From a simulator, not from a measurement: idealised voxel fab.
process module | voxel ribs on slabs
cross-section cut | 190 nm wide | cells 5 nm
A cross-section is a grid of square cells, given in bands from the top down. A band is one or more rows of cells.
Each band's line starts with the height of the band's top and of its bottom, in nm. Then come its materials from left to right, each with its width in nm. One material with "throughout" fills the band from edge to edge. "air" is empty space.
Height 0 is the level under which the wafer as received is all one material. The lowest band goes on downwards, as in "0 down".
A width such as "30 to 40" changes by the same amount from each row of cells to the next, from the band's top row to its bottom row.
"no change" after a step means that no cell of the cross-section changed.
closed voids: empty space of 8 cells or more with no open way to the top, each as width x height at its distance from the left edge, in nm
after a step's settings: what the simulator itself notes on the step
overlay nm, on a step with a mask: how far to the right of its planned place the mask lay; to the left if negative
plan
1 op RECEIVE | material Si
2 op DIRECTIONAL_DEP | material SiO2 | thk nm 20
3 op DIRECTIONAL_DEP | material SiN | thk nm 20
4 op DIRECTIONAL_DEP | material aC | thk nm 15
5 op PATTERN | tone cover | mask id RIB | material resist | width nm 20 | thk nm 30 | overlay nm 0
6 op DIRECTIONAL_ETCH | etch materials aC | depth nm 15
7 op STRIP | etch materials resist
8 op DIRECTIONAL_ETCH | etch materials SiN | depth nm 10
9 op STRIP | etch materials aC
10 op PATTERN | tone cover | mask id SLAB | material resist | width nm 70 | thk nm 15 | overlay nm 0
11 op DIRECTIONAL_ETCH | etch materials SiN | depth nm 10
12 op STRIP | etch materials resist
13 op FILL_DEP | material SiO2 | thk nm 30
14 op CMP | height nm 60
15 op DIRECTIONAL_DEP | material W | thk nm 5
16 op DIRECTIONAL_DEP | material aC | thk nm 15
17 op PATTERN | tone cover | mask id HEATER | material resist | width nm 30 | thk nm 30 | overlay nm 0
18 op DIRECTIONAL_ETCH | etch materials aC | depth nm 15
19 op STRIP | etch materials resist
20 op DIRECTIONAL_ETCH | etch materials W | depth nm 5
21 op STRIP | etch materials aC
22 op CONFORMAL_DEP | material SiN | thk nm 5
as received, after step 1
  0 down: Si throughout
  closed voids: none
a wafer at the end: this start, this plan, one mistake
  70 to 65: air 75 | SiN 40 | air 75
  65 to 60: SiN 80 | W 30 | SiN 80
  60 to 40: SiO2 throughout
  40 to 30: SiO2 85 | SiN 20 | SiO2 85
  30 to 20: SiO2 65 | SiN 70 | SiO2 55
  20 to 0: SiO2 throughout
  0 down: Si throughout
  closed voids: none
what went wrong: step 10 ran as: op PATTERN | tone cover | mask id SLAB | material resist | width nm 70 | thk nm 15 | overlay nm 5
